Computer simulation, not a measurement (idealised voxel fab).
Process module in this document: voxel transistor to metal
We display cut, a cross-section 150 nm in width whose square cells are each 5 nm.
A cross-section is a grid of square cells, given in bands from the top down. A band is one or more rows of cells. Band: top and bottom heights (nm) first, top before bottom; then materials from left to right, widths in nm. "edge to edge" marks a sole material filling the band edge to edge. "blank" denotes empty space. Height is counted from the level 0, under which the received wafer is composed throughout of one material. The lowest of the bands is not closed at the bottom but continues downward, in the notation "from 0 down". You'd read "30..40" like this: the band's top row of cells is as wide as the first number, its bottom row is as wide as the second, and going down, every row changes width by the same amount as the row before did. "no change" -> step changed no cross-section cell. In the "Fully enclosed voids" entry, you get each enclosed empty space of 8 cells or more, one with no open way to the top, written width x height at distance, distance from the left edge, in nm. after a step's settings: what the simulator itself notes on the step. overlay nm: step with mask; distance mask lay right of planned place; negative value = left of planned place. The remainder of this document consists of a sequence of paired cross-sections. Each pair presents the cross-section prior to one process step together with the cross-section following it, the latter being rendered only as deep as the lowest band that underwent change. The intervening step, together with its settings, is stated beneath each pair. Because the pairs may originate from different runs of this module on the same starting wafer, a given pair is to be read as continuing from the preceding pair only where its entry headed "Structure before processing" so indicates.
STRUCTURE BEFORE PROCESSING
  from 90 to 85: TiN=20, then blank=15, then TiN=75, then blank=15, then TiN=25
  from 85 to 75: lowk=15, then TiN=5..10, then blank=15..10, then TiN=5, then lowk=65, then TiN=5..10, then blank=15..10, then TiN=5, then lowk=20
  from 75 to 70: lowk=20, then TiN=20, then lowk=70, then TiN=20, then lowk=20
  from 70 to 60: lowk=20, then TiN=10, then lowk=80, then TiN=10, then lowk=30
  from 60 to 55: SiCN=20, then TiN=10, then SiCN=80, then TiN=10, then SiCN=30
  from 55 to 30: lowk=20, then TiN=5, then Cu=10, then TiN=5, then lowk=70, then TiN=5, then Cu=10, then TiN=5, then lowk=20
  from 30 to 25: SiCN=20, then TiN=20, then SiCN=70, then TiN=20, then SiCN=20
  from 25 to 10: SiO2=20, then TiN=5, then W=10, then TiN=5, then SiO2=70, then TiN=5, then W=10, then TiN=5, then SiO2=20
  from 10 to 0: SiO2=20, then TiN=5, then W=10, then TiN=5, then SiO2=5, then SiN=10, then HfO2=5, then TiN=5, then W=20, then TiN=5, then HfO2=5, then SiN=10, then SiO2=5, then TiN=5, then W=10, then TiN=5, then SiO2=20
  from 0 to -5: SiO2=20, then TiN=5, then W=10, then TiN=5, then SiO2=5, then SiN=10, then HfO2=5, then TiN=30, then HfO2=5, then SiN=10, then SiO2=5, then TiN=5, then W=10, then TiN=5, then SiO2=20
  from -5 to -10: SiO2=20, then TiN=20, then nSi=5, then SiO2=10, then HfO2=40, then SiO2=10, then nSi=5, then TiN=20, then SiO2=20
  from -10 to -15: SiO2=15, then nSi=30, then Si=60, then nSi=30, then SiO2=15
  from -15 to -40: SiO2=15, then Si=120, then SiO2=15
  from -40 down: Si edge to edge
  Fully enclosed voids: none
RESULTING STRUCTURE
  from 100 to 90: Ru edge to edge
  from 90 to 85: TiN=20, then Ru=15, then TiN=75, then Ru=15, then TiN=25
  from 85 to 75: lowk=15, then TiN=5..10, then Ru=15..10, then TiN=5, then lowk=65, then TiN=5..10, then Ru=15..10, then TiN=5, then lowk=20
  Lower than 75, everything is as it was.
  Fully enclosed voids: none
Quick note on the step between the two cross-sections above: FILL_DEP with material Ru, thk nm 10
Structure before processing: after-state, pair directly above.
RESULTING STRUCTURE
  from 85 to 75: lowk=15, then TiN=5..10, then Ru=15..10, then TiN=5, then lowk=65, then TiN=5..10, then Ru=15..10, then TiN=5, then lowk=20
  Lower than 75, everything is as it was.
  Fully enclosed voids: none
Quick note on the step between the two cross-sections above: CMP with height nm 85
Structure before processing: after-state, pair directly above.
RESULTING STRUCTURE
  from 90 to 85: SiN edge to edge
  Lower than 85, everything is as it was.
  Fully enclosed voids: none
Quick note on the step between the two cross-sections above: CONFORMAL_DEP with material SiN, thk nm 5
STRUCTURE BEFORE PROCESSING
  from 10 to 0: SiO2=45, then SiN=10, then HfO2=5, then TiN=5, then W=20, then TiN=5, then HfO2=5, then SiN=10, then SiO2=45
  from 0 to -5: SiO2=45, then SiN=10, then HfO2=5, then TiN=30, then HfO2=5, then SiN=10, then SiO2=45
  from -5 to -10: SiO2=40, then nSi=5, then SiO2=10, then HfO2=40, then SiO2=10, then nSi=5, then SiO2=40
  from -10 to -15: SiO2=15, then nSi=30, then Si=60, then nSi=30, then SiO2=15
  from -15 to -40: SiO2=15, then Si=120, then SiO2=15
  from -40 down: Si edge to edge
  Fully enclosed voids: none
RESULTING STRUCTURE
  from 25 to 10: SiCN edge to edge
  Lower than 10, everything is as it was.
  Fully enclosed voids: none
Quick note on the step between the two cross-sections above: DIRECTIONAL_DEP with material SiCN, thk nm 15
Structure before processing: after-state, pair directly above.
RESULTING STRUCTURE
  from 40 to 25: resist=20, then blank=20, then resist=70, then blank=20, then resist=20
  Lower than 25, everything is as it was.
  Fully enclosed voids: none
Quick note on the step between the two cross-sections above: PATTERN with tone open, mask id CONTACT, material resist, width nm 20, pitch nm 90, thk nm 15, overlay nm 0
Structure before processing: after-state, pair directly above.
RESULTING STRUCTURE
  from 25 to 10: SiCN edge to edge
  Lower than 10, everything is as it was.
  Fully enclosed voids: none
Quick note on the step between the two cross-sections above: STRIP with etch materials resist
Structure before processing: after-state, pair directly above.
RESULTING STRUCTURE
  from 30 to 25: TiN edge to edge
  Lower than 25, everything is as it was.
  Fully enclosed voids: none
Quick note on the step between the two cross-sections above: CONFORMAL_DEP with material TiN, thk nm 5
Structure before processing: after-state, pair directly above.
RESULTING STRUCTURE
  from 40 to 30: W edge to edge
  Lower than 30, everything is as it was.
  Fully enclosed voids: none
Quick note on the step between the two cross-sections above: FILL_DEP with material W, thk nm 10
Structure before processing: after-state, pair directly above.
RESULTING STRUCTURE
  from 25 to 10: SiCN edge to edge
  Lower than 10, everything is as it was.
  Fully enclosed voids: none
Quick note on the step between the two cross-sections above: CMP with height nm 25
Structure before processing: after-state, pair directly above.
RESULTING STRUCTURE
  from 30 to 10: SiCN edge to edge
  Lower than 10, everything is as it was.
  Fully enclosed voids: none
Quick note on the step between the two cross-sections above: CONFORMAL_DEP with material SiCN, thk nm 5
Structure before processing: after-state, pair directly above.
RESULTING STRUCTURE
  from 55 to 30: lowk edge to edge
  Lower than 30, everything is as it was.
  Fully enclosed voids: none
Quick note on the step between the two cross-sections above: DIRECTIONAL_DEP with material lowk, thk nm 25
Structure before processing: after-state, pair directly above.
RESULTING STRUCTURE
  from 55 to 30: lowk=20, then blank=20, then lowk=70, then blank=20, then lowk=20
  Lower than 30, everything is as it was.
  Fully enclosed voids: none
Quick note on the step between the two cross-sections above: MASKED_ETCH with tone open, mask id METAL_1, width nm 20, pitch nm 90, etch materials lowk, depth nm 25, overlay nm 0
Structure before processing: after-state, pair directly above.
RESULTING STRUCTURE
  from 55 to 30: lowk=20, then blank=20, then lowk=70, then blank=20, then lowk=20
  from 30 to 25: SiCN=20, then blank=20, then SiCN=70, then blank=20, then SiCN=20
  Lower than 25, everything is as it was.
  Fully enclosed voids: none
Quick note on the step between the two cross-sections above: MASKED_ETCH with tone open, mask id METAL_1, width nm 20, pitch nm 90, etch materials SiCN, depth nm 5, overlay nm 0
Structure before processing: after-state, pair directly above.
RESULTING STRUCTURE
  from 60 to 55: TiN=25, then blank=10, then TiN=80, then blank=10, then TiN=25
  from 55 to 30: lowk=20, then TiN=5, then blank=10, then TiN=5, then lowk=70, then TiN=5, then blank=10, then TiN=5, then lowk=20
  from 30 to 25: SiCN=20, then TiN=20, then SiCN=70, then TiN=20, then SiCN=20
  Lower than 25, everything is as it was.
  Fully enclosed voids: none
Quick note on the step between the two cross-sections above: CONFORMAL_DEP with material TiN, thk nm 5
Structure before processing: after-state, pair directly above.
RESULTING STRUCTURE
  from 70 to 60: Cu edge to edge
  from 60 to 55: TiN=25, then Cu=10, then TiN=80, then Cu=10, then TiN=25
  from 55 to 30: lowk=20, then TiN=5, then Cu=10, then TiN=5, then lowk=70, then TiN=5, then Cu=10, then TiN=5, then lowk=20
  Lower than 30, everything is as it was.
  Fully enclosed voids: none
Quick note on the step between the two cross-sections above: FILL_DEP with material Cu, thk nm 10
Structure before processing: after-state, pair directly above.
RESULTING STRUCTURE
  from 55 to 30: lowk=20, then TiN=5, then Cu=10, then TiN=5, then lowk=70, then TiN=5, then Cu=10, then TiN=5, then lowk=20
  Lower than 30, everything is as it was.
  Fully enclosed voids: none
Quick note on the step between the two cross-sections above: CMP with height nm 55
Structure before processing: after-state, pair directly above.
RESULTING STRUCTURE
  from 60 to 55: SiCN edge to edge
  Lower than 55, everything is as it was.
  Fully enclosed voids: none
Quick note on the step between the two cross-sections above: CONFORMAL_DEP with material SiCN, thk nm 5
Structure before processing: after-state, pair directly above.
RESULTING STRUCTURE
  from 85 to 60: lowk edge to edge
  Lower than 60, everything is as it was.
  Fully enclosed voids: none
Quick note on the step between the two cross-sections above: DIRECTIONAL_DEP with material lowk, thk nm 25
Structure before processing: after-state, pair directly above.
RESULTING STRUCTURE
  from 95 to 85: aC edge to edge
  Lower than 85, everything is as it was.
  Fully enclosed voids: none
Quick note on the step between the two cross-sections above: DIRECTIONAL_DEP with material aC, thk nm 10
Structure before processing: after-state, pair directly above.
RESULTING STRUCTURE
  from 125 to 95: resist=20, then blank=20, then resist=70, then blank=20, then resist=20
  Lower than 95, everything is as it was.
  Fully enclosed voids: none
Quick note on the step between the two cross-sections above: PATTERN with tone open, mask id METAL_2, material resist, width nm 20, pitch nm 90, thk nm 30, overlay nm 0
Structure before processing: after-state, pair directly above.
RESULTING STRUCTURE
  from 115 to 95: resist=20, then blank=20, then resist=70, then blank=20, then resist=20
  from 95 to 85: aC=20, then blank=20, then aC=70, then blank=20, then aC=20
  Lower than 85, everything is as it was.
  Fully enclosed voids: none
Quick note on the step between the two cross-sections above: DIRECTIONAL_ETCH with etch materials aC, depth nm 10
Structure before processing: after-state, pair directly above.
RESULTING STRUCTURE
  from 95 to 85: aC=20, then blank=20, then aC=70, then blank=20, then aC=20
  Lower than 85, everything is as it was.
  Fully enclosed voids: none
Quick note on the step between the two cross-sections above: STRIP with etch materials resist
Structure before processing: after-state, pair directly above.
RESULTING STRUCTURE
  from 95 to 85: aC=20, then blank=20, then aC=70, then blank=20, then aC=20
  from 85 to 70: lowk=20, then blank=20, then lowk=70, then blank=20, then lowk=20
  Lower than 70, everything is as it was.
  Fully enclosed voids: none
Quick note on the step between the two cross-sections above: DIRECTIONAL_ETCH with etch materials lowk, depth nm 15
Structure before processing: after-state, pair directly above.
RESULTING STRUCTURE
  from 85 to 70: lowk=20, then blank=20, then lowk=70, then blank=20, then lowk=20
  Lower than 70, everything is as it was.
  Fully enclosed voids: none
Quick note on the step between the two cross-sections above: STRIP with etch materials aC
Structure before processing: after-state, pair directly above.
RESULTING STRUCTURE
  from 100 to 85: aC=20, then blank=20, then aC=70, then blank=20, then aC=20
  from 85 to 70: lowk=20, then aC=20, then lowk=70, then aC=20, then lowk=20
  Lower than 70, everything is as it was.
  Fully enclosed voids: none
Quick note on the step between the two cross-sections above: DIRECTIONAL_DEP with material aC, thk nm 15
Structure before processing: after-state, pair directly above.
RESULTING STRUCTURE
  from 130 to 100: resist=20, then blank=15, then resist=75, then blank=15, then resist=25
  from 100 to 85: aC=20, then blank=15, then resist=5, then aC=70, then blank=15, then resist=5, then aC=20
  Lower than 85, everything is as it was.
  Fully enclosed voids: none
Quick note on the step between the two cross-sections above: PATTERN with tone open, mask id METAL_2_HOLES, material resist, width nm 15, pitch nm 90, thk nm 30, overlay nm 0
Structure before processing: after-state, pair directly above.
RESULTING STRUCTURE
  from 115 to 100: resist=20, then blank=15, then resist=75, then blank=15, then resist=25
  from 100 to 85: aC=20, then blank=15, then resist=5, then aC=70, then blank=15, then resist=5, then aC=20
  from 85 to 70: lowk=20, then blank=15, then aC=5, then lowk=70, then blank=15, then aC=5, then lowk=20
  Lower than 70, everything is as it was.
  Fully enclosed voids: none
Quick note on the step between the two cross-sections above: DIRECTIONAL_ETCH with etch materials aC, depth nm 15
Structure before processing: after-state, pair directly above.
RESULTING STRUCTURE
  from 100 to 85: aC=20, then blank=20, then aC=70, then blank=20, then aC=20
  Lower than 85, everything is as it was.
  Fully enclosed voids: none
Quick note on the step between the two cross-sections above: STRIP with etch materials resist
Structure before processing: after-state, pair directly above.
RESULTING STRUCTURE
  from 100 to 85: aC=20, then blank=20, then aC=70, then blank=20, then aC=20
  from 85 to 70: lowk=20, then blank=15, then aC=5, then lowk=70, then blank=15, then aC=5, then lowk=20
  from 70 to 60: lowk=20, then blank=15, then lowk=75, then blank=15, then lowk=25
  Lower than 60, everything is as it was.
  Fully enclosed voids: none
Quick note on the step between the two cross-sections above: DIRECTIONAL_ETCH with etch materials lowk, depth nm 10
Structure before processing: after-state, pair directly above.
RESULTING STRUCTURE
  from 100 to 85: aC=20, then blank=20, then aC=70, then blank=20, then aC=20
  from 85 to 70: lowk=20, then blank=15, then aC=5, then lowk=70, then blank=15, then aC=5, then lowk=20
  from 70 to 60: lowk=20, then blank=15, then lowk=75, then blank=15, then lowk=25
  from 60 to 55: SiCN=20, then blank=15, then SiCN=75, then blank=15, then SiCN=25
  Lower than 55, everything is as it was.
  Fully enclosed voids: none
Quick note on the step between the two cross-sections above: DIRECTIONAL_ETCH with etch materials SiCN, depth nm 5
Structure before processing: after-state, pair directly above.
RESULTING STRUCTURE
  from 85 to 70: lowk=20, then blank=20, then lowk=70, then blank=20, then lowk=20
  Lower than 70, everything is as it was.
  Fully enclosed voids: none
Quick note on the step between the two cross-sections above: STRIP with etch materials aC
Structure before processing: after-state, pair directly above.
RESULTING STRUCTURE
  from 90 to 85: TiN=25, then blank=10, then TiN=80, then blank=10, then TiN=25
  from 85 to 75: lowk=20, then TiN=5, then blank=10, then TiN=5, then lowk=70, then TiN=5, then blank=10, then TiN=5, then lowk=20
  from 75 to 70: lowk=20, then TiN=5, then blank=5, then TiN=10, then lowk=70, then TiN=5, then blank=5, then TiN=10, then lowk=20
  from 70 to 60: lowk=20, then TiN=5, then blank=5, then TiN=5, then lowk=75, then TiN=5, then blank=5, then TiN=5, then lowk=25
  from 60 to 55: SiCN=20, then TiN=15, then SiCN=75, then TiN=15, then SiCN=25
  Lower than 55, everything is as it was.
  Fully enclosed voids: none
Quick note on the step between the two cross-sections above: CONFORMAL_DEP with material TiN, thk nm 5
Structure before processing: after-state, pair directly above.
RESULTING STRUCTURE
  from 100 to 90: Ru edge to edge
  from 90 to 85: TiN=25, then Ru=10, then TiN=80, then Ru=10, then TiN=25
  from 85 to 75: lowk=20, then TiN=5, then Ru=10, then TiN=5, then lowk=70, then TiN=5, then Ru=10, then TiN=5, then lowk=20
  from 75 to 70: lowk=20, then TiN=5, then Ru=5, then TiN=10, then lowk=70, then TiN=5, then Ru=5, then TiN=10, then lowk=20
  from 70 to 60: lowk=20, then TiN=5, then Ru=5, then TiN=5, then lowk=75, then TiN=5, then Ru=5, then TiN=5, then lowk=25
  Lower than 60, everything is as it was.
  Fully enclosed voids: none
Quick note on the step between the two cross-sections above: FILL_DEP with material Ru, thk nm 10
Structure before processing: after-state, pair directly above.
RESULTING STRUCTURE
  from 85 to 75: lowk=20, then TiN=5, then Ru=10, then TiN=5, then lowk=70, then TiN=5, then Ru=10, then TiN=5, then lowk=20
  Lower than 75, everything is as it was.
  Fully enclosed voids: none
Quick note on the step between the two cross-sections above: CMP with height nm 85
Structure before processing: after-state, pair directly above.
RESULTING STRUCTURE
  from 90 to 85: SiN edge to edge
  Lower than 85, everything is as it was.
  Fully enclosed voids: none
Quick note on the step between the two cross-sections above: CONFORMAL_DEP with material SiN, thk nm 5
STRUCTURE BEFORE PROCESSING
  from 95 to 85: aC edge to edge
  from 85 to 60: lowk edge to edge
  from 60 to 55: SiCN edge to edge
  from 55 to 30: lowk=20, then TiN=5, then Cu=10, then TiN=5, then lowk=70, then TiN=5, then Cu=10, then TiN=5, then lowk=20
  from 30 to 25: SiCN=20, then TiN=20, then SiCN=70, then TiN=20, then SiCN=20
  from 25 to 10: SiO2=20, then TiN=5, then W=10, then TiN=5, then SiO2=70, then TiN=5, then W=10, then TiN=5, then SiO2=20
  from 10 to 0: SiO2=20, then TiN=5, then W=10, then TiN=5, then SiO2=5, then SiN=10, then HfO2=5, then TiN=5, then W=20, then TiN=5, then HfO2=5, then SiN=10, then SiO2=5, then TiN=5, then W=10, then TiN=5, then SiO2=20
  from 0 to -5: SiO2=20, then TiN=5, then W=10, then TiN=5, then SiO2=5, then SiN=10, then HfO2=5, then TiN=30, then HfO2=5, then SiN=10, then SiO2=5, then TiN=5, then W=10, then TiN=5, then SiO2=20
  from -5 to -10: SiO2=20, then TiN=20, then nSi=5, then SiO2=10, then HfO2=40, then SiO2=10, then nSi=5, then TiN=20, then SiO2=20
  from -10 to -15: SiO2=15, then nSi=30, then Si=60, then nSi=30, then SiO2=15
  from -15 to -40: SiO2=15, then Si=120, then SiO2=15
  from -40 down: Si edge to edge
  Fully enclosed voids: none
RESULTING STRUCTURE
  from 125 to 95: blank=20, then resist=20, then blank=70, then resist=20, then blank=20
  Lower than 95, everything is as it was.
  Fully enclosed voids: none
Quick note on the step between the two cross-sections above: PATTERN with tone cover, mask id METAL_2, material resist, width nm 20, pitch nm 90, thk nm 30, overlay nm 0
Structure before processing: after-state, pair directly above.
RESULTING STRUCTURE
  from 115 to 95: blank=20, then resist=20, then blank=70, then resist=20, then blank=20
  from 95 to 85: blank=20, then aC=20, then blank=70, then aC=20, then blank=20
  Lower than 85, everything is as it was.
  Fully enclosed voids: none
Quick note on the step between the two cross-sections above: DIRECTIONAL_ETCH with etch materials aC, depth nm 10
Structure before processing: after-state, pair directly above.
RESULTING STRUCTURE
  from 95 to 85: blank=20, then aC=20, then blank=70, then aC=20, then blank=20
  Lower than 85, everything is as it was.
  Fully enclosed voids: none
Quick note on the step between the two cross-sections above: STRIP with etch materials resist
Structure before processing: after-state, pair directly above.
RESULTING STRUCTURE
  from 95 to 85: blank=20, then aC=20, then blank=70, then aC=20, then blank=20
  from 85 to 70: blank=20, then lowk=20, then blank=70, then lowk=20, then blank=20
  Lower than 70, everything is as it was.
  Fully enclosed voids: none
Quick note on the step between the two cross-sections above: DIRECTIONAL_ETCH with etch materials lowk, depth nm 15
Structure before processing: after-state, pair directly above.
RESULTING STRUCTURE
  from 85 to 70: blank=20, then lowk=20, then blank=70, then lowk=20, then blank=20
  Lower than 70, everything is as it was.
  Fully enclosed voids: none
Quick note on the step between the two cross-sections above: STRIP with etch materials aC
Structure before processing: after-state, pair directly above.
RESULTING STRUCTURE
  from 100 to 85: blank=20, then aC=20, then blank=70, then aC=20, then blank=20
  from 85 to 70: aC=20, then lowk=20, then aC=70, then lowk=20, then aC=20
  Lower than 70, everything is as it was.
  Fully enclosed voids: none
Quick note on the step between the two cross-sections above: DIRECTIONAL_DEP with material aC, thk nm 15
Structure before processing: after-state, pair directly above.
RESULTING STRUCTURE
  from 130 to 100: resist=20, then blank=15, then resist=75, then blank=15, then resist=25
  from 100 to 85: resist=20, then aC=20, then resist=70, then aC=20, then resist=20
  Lower than 85, everything is as it was.
  Fully enclosed voids: none
Quick note on the step between the two cross-sections above: PATTERN with tone open, mask id METAL_2_HOLES, material resist, width nm 15, pitch nm 90, thk nm 30, overlay nm 0
Structure before processing: after-state, pair directly above.
RESULTING STRUCTURE
  from 115 to 100: resist=20, then blank=15, then resist=75, then blank=15, then resist=25
  from 100 to 85: resist=20, then blank=15, then aC=5, then resist=70, then blank=15, then aC=5, then resist=20
  Lower than 85, everything is as it was.
  Fully enclosed voids: none
Quick note on the step between the two cross-sections above: DIRECTIONAL_ETCH with etch materials aC, depth nm 15
Structure before processing: after-state, pair directly above.
RESULTING STRUCTURE
  from 100 to 85: blank=35, then aC=5, then blank=85, then aC=5, then blank=20
  Lower than 85, everything is as it was.
  Fully enclosed voids: none
Quick note on the step between the two cross-sections above: STRIP with etch materials resist
Structure before processing: after-state, pair directly above.
RESULTING STRUCTURE
  from 100 to 85: blank=35, then aC=5, then blank=85, then aC=5, then blank=20
  from 85 to 75: aC=20, then blank=15, then lowk=5, then aC=70, then blank=15, then lowk=5, then aC=20
  Lower than 75, everything is as it was.
  Fully enclosed voids: none
Quick note on the step between the two cross-sections above: DIRECTIONAL_ETCH with etch materials lowk, depth nm 10
Structure before processing: after-state, pair directly above.
RESULTING STRUCTURE
  from 85 to 75: blank=35, then lowk=5, then blank=85, then lowk=5, then blank=20
  from 75 to 70: blank=20, then lowk=20, then blank=70, then lowk=20, then blank=20
  Lower than 70, everything is as it was.
  Fully enclosed voids: none
Quick note on the step between the two cross-sections above: STRIP with etch materials aC
Structure before processing: after-state, pair directly above.
RESULTING STRUCTURE
  from 90 to 85: blank=30, then TiN=15, then blank=75, then TiN=15, then blank=15
  from 85 to 75: blank=30..15, then TiN=5..20, then lowk=5, then TiN=5, then blank=75..60, then TiN=5..20, then lowk=5, then TiN=5, then blank=15
  from 75 to 70: TiN=20, then lowk=20, then TiN=70, then lowk=20, then TiN=20
  Lower than 70, everything is as it was.
  Fully enclosed voids: none
Quick note on the step between the two cross-sections above: CONFORMAL_DEP with material TiN, thk nm 5
Structure before processing: after-state, pair directly above.
RESULTING STRUCTURE
  from 100 to 90: Ru edge to edge
  from 90 to 85: Ru=30, then TiN=15, then Ru=75, then TiN=15, then Ru=15
  from 85 to 75: Ru=30..15, then TiN=5..20, then lowk=5, then TiN=5, then Ru=75..60, then TiN=5..20, then lowk=5, then TiN=5, then Ru=15
  Lower than 75, everything is as it was.
  Fully enclosed voids: none
Quick note on the step between the two cross-sections above: FILL_DEP with material Ru, thk nm 10
Structure before processing: after-state, pair directly above.
RESULTING STRUCTURE
  from 85 to 75: Ru=30..15, then TiN=5..20, then lowk=5, then TiN=5, then Ru=75..60, then TiN=5..20, then lowk=5, then TiN=5, then Ru=15
  Lower than 75, everything is as it was.
  Fully enclosed voids: none
Quick note on the step between the two cross-sections above: CMP with height nm 85
Structure before processing: after-state, pair directly above.
RESULTING STRUCTURE
  from 90 to 85: SiN edge to edge
  Lower than 85, everything is as it was.
  Fully enclosed voids: none
Quick note on the step between the two cross-sections above: CONFORMAL_DEP with material SiN, thk nm 5
